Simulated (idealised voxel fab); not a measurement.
Module name: voxel spacer lines (process module)
Cross-section cut: width 200 nm, square cells of 5 nm.
If you're reading a cross-section in this doc, picture square cells in a grid; it comes to you as bands, top ones listed first down to the bottom, and a band can be one or more rows of cells.
First you get the band's top height and its bottom height, in nm, and then the materials it's made of, left to right, with each width in nm. If you see a single material with "full width", that one covers the band edge to edge. "blank" is empty space.
Where do heights start? At 0: under that level the wafer as delivered is made of one material only. And the lowest band has no floor; it just carries on downward, as in "from 0 down".
The width entry "30->40" should be interpreted row by row: the top row of cells in the band takes the first number, the bottom row takes the second number, and the change between adjacent rows is uniform throughout.
Given "stayed the same" for a step, no cell of the cross-section differs between before and after that step.
"Tabulated closed voids": empty spaces of 8 cells or more with no open way to the top, each given as width x height at distance, distance from the left edge, all in nm.
Heads up: the bit after the settings on a step's line is the simulator's remark on that step.
overlay nm: how far to the right of its planned place the mask lay on this masked step (negative: to the left).

THE FOLLOWING LIST GIVES THE PLANNED PROCESS STEPS
| 1 | RECEIVE: material Si |
| 2 | CONFORMAL_DEP: material Al2O3, thk nm 5 |
| 3 | DIRECTIONAL_DEP: material TiN, thk nm 15 |
| 4 | DIRECTIONAL_DEP: material aC, thk nm 25 |
| 5 | PATTERN: tone cover, mask id MANDREL, material resist, width nm 20, pitch nm 60, thk nm 35, overlay nm 0 |
| 6 | DIRECTIONAL_ETCH: etch materials aC, depth nm 25 |
| 7 | STRIP: etch materials resist |
| 8 | CONFORMAL_DEP: material SiO2, thk nm 10 |
| 9 | DIRECTIONAL_ETCH: etch materials SiO2, depth nm 5 |
| 10 | STRIP: etch materials aC |
| 11 | DIRECTIONAL_ETCH: etch materials TiN, depth nm 15 |
| 12 | STRIP: etch materials SiO2 |
| 13 | FILL_DEP: material lowk, thk nm 5 |
| 14 | CMP: height nm 20 |
Wafer-to-wafer difference: depth nm, step 9. Common start. Plan = first wafer's value.

SECTIONAL VIEW: FIRST OF SEVERAL WAFERS, AS RECEIVED, AFTER STEP 1
* from 0 down | Si full width
* Tabulated closed voids: none

EACH ROW BELOW IS A WAFER AT THE END OF THE MODULE, LISTING FOR EVERY MATERIAL THE NUMBER OF CELLS IT HAS GAINED (+) OR LOST (-) SINCE IT WAS RECEIVED, FOLLOWED BY ITS CLOSED VOIDS
depth nm 5 | +40 Al2O3 | +120 TiN | Tabulated closed voids: none
depth nm 10 | +40 Al2O3 | +24 TiN | +96 lowk | Tabulated closed voids: none
depth nm 15 | +40 Al2O3 | +24 TiN | +96 lowk | Tabulated closed voids: none
depth nm 20 | +40 Al2O3 | +24 TiN | +96 lowk | Tabulated closed voids: none
depth nm 25 | +40 Al2O3 | +24 TiN | +96 lowk | Tabulated closed voids: none
